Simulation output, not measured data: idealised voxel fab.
The name of this process module is voxel ribs on slabs.
The cross-section on display is named cut; it measures 270 nm wide, and its cells are 5 nm squares.
How to read a cross-section here: the picture is a grid of square cells, written as bands going from the top down, and any band can span one or more rows of cells. Read a band's entry like this: the first values are the height of its top and the height of its bottom in nm, and what follows is the sequence of materials from left to right, each with its width in nm. Note that "empty" is empty space, and that a single material marked "throughout" reaches across the band from edge to edge. Note: height 0 marks the level under which the wafer is uniformly one material as received. Lowest band unbounded below, written "from 0 down". It should be noted that a width expressed as "30..40" varies in equal increments from row to row of cells within the band, taking the value of the first number at the top row and that of the second number at the bottom row. For the purposes of this document, the phrase "no alteration" attached to a step denotes that no cell within the cross-section was modified by that step. "Unvented voids" contains a list of empty spaces, each no smaller than 8 cells and without an open way to the top, written in the form width x height at distance with the distance from the left edge and all three in nm. Where a step's line continues beyond its settings, the continuation is a remark by the simulator itself on that step. "overlay nm" answers the question of how far to the right of plan the mask lay on a step that has a mask, and when it is negative the answer is to the left.
This section lists the process steps that were planned
step 1: RECEIVE [material Si]
step 2: DIRECTIONAL_DEP [material SiO2] [thk nm 30]
step 3: DIRECTIONAL_DEP [material polySi] [thk nm 15]
step 4: MASKED_ETCH [tone cover] [mask id RIB] [width nm 15] [etch materials polySi] [depth nm 10] [overlay nm -15]
step 5: PATTERN [tone cover] [mask id SLAB] [material resist] [width nm 65] [thk nm 15] [overlay nm 0]
step 6: DIRECTIONAL_ETCH [etch materials polySi] [depth nm 5]
step 7: STRIP [etch materials resist]
step 8: FILL_DEP [material SiO2] [thk nm 25]
step 9: CMP [height nm 65]
step 10: DIRECTIONAL_DEP [material W] [thk nm 10]
step 11: MASKED_ETCH [tone cover] [mask id HEATER] [width nm 25] [etch materials W] [depth nm 10] [overlay nm 0]
step 12: CONFORMAL_DEP [material SiO2] [thk nm 10]
Wafers differ in overlay nm at step 4; plan lists the first wafer's value; identical starting state.
The as-received cross-section of the first of several wafers corresponds to the state after step 1
from 0 down  Si throughout
Unvented voids: none
Take a look at the first of several wafers in cross-section: the module is done, and step 12 was its last step
from 85 to 75  empty 110 | SiO2 45 | empty 115
from 75 to 65  SiO2 120 | W 25 | SiO2 125
from 65 to 45  SiO2 throughout
from 45 to 35  SiO2 110 | polySi 15 | SiO2 145
from 35 to 30  SiO2 100 | polySi 65 | SiO2 105
from 30 to 0  SiO2 throughout
from 0 down  Si throughout
Unvented voids: none
Sectional view of the last wafer upon completion of the module
from 85 to 75  empty 110 | SiO2 45 | empty 115
from 75 to 65  SiO2 120 | W 25 | SiO2 125
from 65 to 45  SiO2 throughout
from 45 to 35  SiO2 140 | polySi 15 | SiO2 115
from 35 to 30  SiO2 100 | polySi 65 | SiO2 105
from 30 to 0  SiO2 throughout
from 0 down  Si throughout
Unvented voids: none
Basically each wafer gets a line in the table, showing it at the end of the module: material by material, the cells it gained (+) or lost (-) since we got it, then its closed voids
overlay nm -15, +799 SiO2, +10 W, +19 polySi, Unvented voids: none
overlay nm -10, +799 SiO2, +10 W, +19 polySi, Unvented voids: none
overlay nm -5, +799 SiO2, +10 W, +19 polySi, Unvented voids: none
overlay nm 0, +799 SiO2, +10 W, +19 polySi, Unvented voids: none
overlay nm 5, +799 SiO2, +10 W, +19 polySi, Unvented voids: none
overlay nm 10, +799 SiO2, +10 W, +19 polySi, Unvented voids: none
overlay nm 15, +799 SiO2, +10 W, +19 polySi, Unvented voids: none
